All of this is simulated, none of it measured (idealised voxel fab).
Module name: voxel wiring stack (process module)
Shown is cross-section cut, with a width of 270 nm and square cells of size 5 nm.
Think of the cross-section as a grid of square cells. We describe it in bands, top to bottom, and each band covers one or more rows of those cells.
Per band: top height and bottom height in nm, followed by the left-to-right materials and their widths in nm; "all across" marks a single material spanning edge to edge, "air" marks empty space.
The level at which height equals 0 is the one under which the wafer, as it arrives, is entirely one material. No lower edge exists for the bottom band, which continues downward and is notated as in "top 0, no bottom".
Top row gets the first number, bottom row gets the second, and each row in between changes by the same step: that is how a band width like "30..40" works.
A step reported as "identical to before" is a step in which no cell of the cross-section changed.
Entry "Closed empty spaces" = empty spaces >= 8 cells with no open way to the top; each as width x height at distance, distance from left edge, all nm.
The remark found on a step's line after its settings is issued by the simulator itself and pertains to that step.
The setting "overlay nm" may be written on the line of a step. When the step uses a mask, the value reports how far to the right of the planned place the mask lay, and a negative value reports that it lay to the left.

[These are the steps we planned for the process]
step 1: RECEIVE,material Si
step 2: CONFORMAL_DEP,material SiO2,thk nm 15
step 3: CONFORMAL_DEP,material SiCN,thk nm 5
step 4: DIRECTIONAL_DEP,material SiO2,thk nm 20
step 5: PATTERN,tone open,mask id METAL_1,material resist,width nm 15,pitch nm 45,thk nm 20,overlay nm 0
step 6: DIRECTIONAL_ETCH,etch materials SiO2,depth nm 20
step 7: DIRECTIONAL_ETCH,etch materials SiCN,depth nm 5
step 8: STRIP,etch materials resist
step 9: CONFORMAL_DEP,material TiN,thk nm 5
step 10: FILL_DEP,material Ru,thk nm 5
step 11: CMP,height nm 40
step 12: CONFORMAL_DEP,material SiCN,thk nm 5
step 13: DIRECTIONAL_DEP,material SiO2,thk nm 10
step 14: PATTERN,tone open,mask id PLUG_1,material resist,width nm 15,pitch nm 45,thk nm 20,overlay nm 0
step 15: DIRECTIONAL_ETCH,etch materials SiO2,depth nm 10
step 16: DIRECTIONAL_ETCH,etch materials SiCN,depth nm 5
step 17: STRIP,etch materials resist
step 18: EPI,material Ru,thk nm 10
step 19: EPI,material Ru,thk nm 5
step 20: CONFORMAL_DEP,material SiN,thk nm 5
step 21: DIRECTIONAL_DEP,material lowk,thk nm 20
step 22: PATTERN,tone open,mask id METAL_2,material resist,width nm 25,pitch nm 45,thk nm 20,overlay nm 0
step 23: DIRECTIONAL_ETCH,etch materials lowk,depth nm 20
step 24: DIRECTIONAL_ETCH,etch materials SiN,depth nm 5
step 25: STRIP,etch materials resist
step 26: CONFORMAL_DEP,material TiN,thk nm 5
step 27: FILL_DEP,material Cu,thk nm 5
step 28: CMP,height nm 80
step 29: CONFORMAL_DEP,material SiCN,thk nm 5
step 30: DIRECTIONAL_DEP,material lowk,thk nm 30
step 31: MASKED_ETCH,tone open,mask id METAL_3_HOLES,width nm 15,pitch nm 90,etch materials lowk,depth nm 30,overlay nm 0
step 32: DIRECTIONAL_DEP,material aC,thk nm 10
step 33: PATTERN,tone open,mask id METAL_3,material resist,width nm 25,pitch nm 45,thk nm 25,overlay nm 0
step 34: DIRECTIONAL_ETCH,etch materials aC,depth nm 10
step 35: STRIP,etch materials resist
step 36: DIRECTIONAL_ETCH,etch materials lowk,depth nm 15
step 37: DIRECTIONAL_ETCH,etch materials SiCN,depth nm 5
step 38: STRIP,etch materials aC
step 39: CONFORMAL_DEP,material TiN,thk nm 5
step 40: FILL_DEP,material Cu,thk nm 10
step 41: CMP,height nm 115
step 42: CONFORMAL_DEP,material SiN,thk nm 5
Among the wafers covered here, the point of difference is the width nm at step 5; their starting state is shared, and the plan presents the value of the first wafer.

[This is how the first of several wafers looked in cross-section when it arrived, which is after step 1]
  top 0, no bottom: Si all across
  Closed empty spaces: none

[Module finished, last step 42 done: cross-section of the first of several wafers]
  top 120, bottom 115: SiN all across
  top 115, bottom 105: lowk=55  TiN=5  Cu=15  TiN=5  lowk=20  TiN=5  Cu=15  TiN=5  lowk=20  TiN=5  Cu=15  TiN=5  lowk=20  TiN=5  Cu=15  TiN=5  lowk=55
  top 105, bottom 100: lowk=55  TiN=5  Cu=5  TiN=15  lowk=20  TiN=25  lowk=20  TiN=5  Cu=5  TiN=15  lowk=20  TiN=25  lowk=55
  top 100, bottom 85: lowk=55  TiN=5  Cu=5  TiN=5  lowk=75  TiN=5  Cu=5  TiN=5  lowk=110
  top 85, bottom 80: SiCN=55  TiN=15  SiCN=75  TiN=15  SiCN=110
  top 80, bottom 60: lowk=55  TiN=5  Cu=15  TiN=5  lowk=20  TiN=5  Cu=15  TiN=5  lowk=20  TiN=5  Cu=15  TiN=5  lowk=20  TiN=5  Cu=15  TiN=5  lowk=55
  top 60, bottom 55: SiN=55  TiN=25  SiN=20  TiN=25  SiN=20  TiN=25  SiN=20  TiN=25  SiN=55
  top 55, bottom 45: SiO2=55  Ru=15  SiO2=30  Ru=15  SiO2=30  Ru=15  SiO2=30  Ru=15  SiO2=65
  top 45, bottom 40: SiCN=55  Ru=15  SiCN=30  Ru=15  SiCN=30  Ru=15  SiCN=30  Ru=15  SiCN=65
  top 40, bottom 20: SiO2=60  TiN=5  Ru=5  TiN=5  SiO2=30  TiN=5  Ru=5  TiN=5  SiO2=30  TiN=5  Ru=5  TiN=5  SiO2=30  TiN=5  Ru=5  TiN=5  SiO2=60
  top 20, bottom 15: SiCN=60  TiN=15  SiCN=30  TiN=15  SiCN=30  TiN=15  SiCN=30  TiN=15  SiCN=60
  top 15, bottom 0: SiO2 all across
  top 0, no bottom: Si all across
  Closed empty spaces: none

[So this is the cross-section on the last wafer at the end of the module]
  top 120, bottom 115: SiN all across
  top 115, bottom 105: lowk=55  TiN=5  Cu=15  TiN=5  lowk=20  TiN=5  Cu=15  TiN=5  lowk=20  TiN=5  Cu=15  TiN=5  lowk=20  TiN=5  Cu=15  TiN=5  lowk=55
  top 105, bottom 100: lowk=55  TiN=5  Cu=5  TiN=15  lowk=20  TiN=25  lowk=20  TiN=5  Cu=5  TiN=15  lowk=20  TiN=25  lowk=55
  top 100, bottom 85: lowk=55  TiN=5  Cu=5  TiN=5  lowk=75  TiN=5  Cu=5  TiN=5  lowk=110
  top 85, bottom 80: SiCN=55  TiN=15  SiCN=75  TiN=15  SiCN=110
  top 80, bottom 60: lowk=55  TiN=5  Cu=15  TiN=5  lowk=20  TiN=5  Cu=15  TiN=5  lowk=20  TiN=5  Cu=15  TiN=5  lowk=20  TiN=5  Cu=15  TiN=5  lowk=55
  top 60, bottom 55: SiN=55  TiN=25  SiN=20  TiN=25  SiN=20  TiN=25  SiN=20  TiN=25  SiN=55
  top 55, bottom 45: SiO2=55  Ru=15  SiO2=30  Ru=15  SiO2=30  Ru=15  SiO2=30  Ru=15  SiO2=65
  top 45, bottom 40: SiCN=55  Ru=15  SiCN=30  Ru=15  SiCN=30  Ru=15  SiCN=30  Ru=15  SiCN=65
  top 40, bottom 20: SiO2=55  TiN=5  Ru=20  TiN=5  SiO2=15  TiN=5  Ru=20  TiN=5  SiO2=15  TiN=5  Ru=20  TiN=5  SiO2=15  TiN=5  Ru=20  TiN=5  SiO2=50
  top 20, bottom 15: SiCN=55  TiN=30  SiCN=15  TiN=30  SiCN=15  TiN=30  SiCN=15  TiN=30  SiCN=50
  top 15, bottom 0: SiO2 all across
  top 0, no bottom: Si all across
  Closed empty spaces: none

[Below, a row for every wafer. Read it as the end-of-module picture: for each material the wafer shows its cells gained (+) or lost (-) since it was received, and then its closed voids]
width nm 15 | +80 Cu | +52 Ru | +132 SiCN | +88 SiN | +414 SiO2 | +148 TiN | +382 lowk | Closed empty spaces: none
width nm 20 | +80 Cu | +68 Ru | +128 SiCN | +88 SiN | +398 SiO2 | +152 TiN | +382 lowk | Closed empty spaces: none
width nm 25 | +80 Cu | +84 Ru | +124 SiCN | +88 SiN | +382 SiO2 | +156 TiN | +382 lowk | Closed empty spaces: none
width nm 30 | +80 Cu | +100 Ru | +120 SiCN | +88 SiN | +366 SiO2 | +160 TiN | +382 lowk | Closed empty spaces: none
